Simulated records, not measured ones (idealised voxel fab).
process module | voxel released beams
cross-section cut | 235 nm wide | cells 5 nm
Square cells in a grid make up a cross-section in this document, and the grid is given as bands, listed from the top down, each one or more rows of cells.
Top height, bottom height, nm. Materials left to right, width each, nm. Single material + "throughout" = fills band edge to edge. "air" = empty.
Height reference: 0 = level under which incoming wafer is all one material. Lowest band: no bottom, runs on downward, e.g. "0 nm and below".
With a width like "30..40", each row of cells in the band differs from the next by the same amount, the top row carrying the first number and the bottom row the second.
"everything unchanged" after a step means that no cell of the cross-section changed.
Empty spaces counting at least 8 cells and having no open way to the top are listed in "Sealed-off cavities". The notation width x height at distance is used for each, the distance being from the left edge and all three values in nm.
Anything after a step's settings on that line? It's the simulator's own note about the step.
The line of a step may include "overlay nm". On a step with a mask, this value is how far to the right of its planned place the mask lay. A negative value means the mask lay to the left.
-- The steps planned for the process are as follows
1 op RECEIVE | material Si
2 op CONFORMAL_DEP | material Al2O3 | thk nm 5
3 op DIRECTIONAL_DEP | material SiO2 | thk nm 20
4 op MASKED_ETCH | tone open | mask id ANCHOR | width nm 30 | etch materials SiO2 | depth nm 20 | overlay nm 0
5 op CONFORMAL_DEP | material W | thk nm 10
6 op MASKED_ETCH | tone cover | mask id BEAM | width nm 100 | etch materials W | depth nm 10 | overlay nm 0
7 op STRIP | etch materials SiO2
-- Cross-sectional view of the wafer in its as-received condition, corresponding to the state after step 1
    0 nm and below  Si throughout
    Sealed-off cavities: none
-- End-of-module cross-section. Starting structure and process plan as above; one mistake made in running it
    15 nm to 5 nm  air 65 nm | W 100 nm | air 70 nm
    5 nm to 0 nm  Al2O3 throughout
    0 nm and below  Si throughout
    Sealed-off cavities: none
Against the plan, the run slipped here: step 3 of the plan: omitted, not performed
